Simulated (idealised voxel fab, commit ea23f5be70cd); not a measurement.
Process module in this document: voxel ribs on slabs
Pictured: cross-section cut, 240 nm wide, on a grid of 5 nm square cells.
How to read a cross-section here: the picture is a grid of square cells, written as bands going from the top down, and any band can span one or more rows of cells. First you get the band's top height and its bottom height, in nm, and then the materials it's made of, left to right, with each width in nm. If you see a single material with "edge to edge", that one covers the band edge to edge. "blank" is empty space. Heights are measured from 0, the level below which the as-received wafer is all one material; the lowest band has no bottom and continues downward, written as in "from 0 down". The expression "30 to 40" gives the width at the extremes of the band, the first number at its top row of cells and the second at its bottom row, with the width changing by equal amounts from each row to the next in between. "remained the same", as given for a step, is the statement that not any cell of the cross-section underwent a change during that step. Entry "Non-vented voids" = empty spaces >= 8 cells with no open way to the top; each as width x height at distance, distance from left edge, all nm. Whatever follows a step's settings on its line is a remark the simulator itself makes about that step. What "overlay nm" on a step's line means: if the step has a mask, that mask lay this far to the right of its planned place, or, when the value is negative, to the left.

# Below is the list of planned process steps
1: RECEIVE with material Si
2: DIRECTIONAL_DEP with material SiO2, thk nm 30
3: DIRECTIONAL_DEP with material SiN, thk nm 20
4: MASKED_ETCH with tone cover, mask id RIB, width nm 30, etch materials SiN, depth nm 10, overlay nm -15
5: PATTERN with tone cover, mask id SLAB, material resist, width nm 60, thk nm 20, overlay nm 0
6: DIRECTIONAL_ETCH with etch materials SiN, depth nm 10
7: STRIP with etch materials resist
8: FILL_DEP with material SiO2, thk nm 20
9: CMP with height nm 60
10: DIRECTIONAL_DEP with material TiN, thk nm 10
11: MASKED_ETCH with tone cover, mask id HEATER, width nm 40, etch materials TiN, depth nm 10, overlay nm 0
12: CONFORMAL_DEP with material SiO2, thk nm 5
Among the wafers covered here, the point of difference is the overlay nm at step 4; their starting state is shared, and the plan presents the value of the first wafer.

# This is how the first of several wafers looked in cross-section when it arrived, which is after step 1
- from 0 down = Si edge to edge
- Non-vented voids: none

# Take a look at the first of several wafers in cross-section: the module is done, and step 12 was its last step
- from 75 to 70 = 95 nm blank, then 50 nm SiO2, then 95 nm blank
- from 70 to 65 = 95 nm blank, then 5 nm SiO2, then 40 nm TiN, then 5 nm SiO2, then 95 nm blank
- from 65 to 60 = 100 nm SiO2, then 40 nm TiN, then 100 nm SiO2
- from 60 to 50 = SiO2 edge to edge
- from 50 to 40 = 90 nm SiO2, then 30 nm SiN, then 120 nm SiO2
- from 40 to 30 = 90 nm SiO2, then 60 nm SiN, then 90 nm SiO2
- from 30 to 0 = SiO2 edge to edge
- from 0 down = Si edge to edge
- Non-vented voids: none

# Here's the last wafer cross-sectioned at the end of the module
- from 75 to 70 = 95 nm blank, then 50 nm SiO2, then 95 nm blank
- from 70 to 65 = 95 nm blank, then 5 nm SiO2, then 40 nm TiN, then 5 nm SiO2, then 95 nm blank
- from 65 to 60 = 100 nm SiO2, then 40 nm TiN, then 100 nm SiO2
- from 60 to 50 = SiO2 edge to edge
- from 50 to 40 = 120 nm SiO2, then 30 nm SiN, then 90 nm SiO2
- from 40 to 30 = 90 nm SiO2, then 60 nm SiN, then 90 nm SiO2
- from 30 to 0 = SiO2 edge to edge
- from 0 down = Si edge to edge
- Non-vented voids: none

# Where each wafer stands at the end of the module, a row apiece: cells of each material gained (+) or lost (-) since it was received, then closed voids
overlay nm -15; +36 SiN; +592 SiO2; +16 TiN; Non-vented voids: none
overlay nm -10; +36 SiN; +592 SiO2; +16 TiN; Non-vented voids: none
overlay nm -5; +36 SiN; +592 SiO2; +16 TiN; Non-vented voids: none
overlay nm 0; +36 SiN; +592 SiO2; +16 TiN; Non-vented voids: none
overlay nm 5; +36 SiN; +592 SiO2; +16 TiN; Non-vented voids: none
overlay nm 10; +36 SiN; +592 SiO2; +16 TiN; Non-vented voids: none
overlay nm 15; +36 SiN; +592 SiO2; +16 TiN; Non-vented voids: none
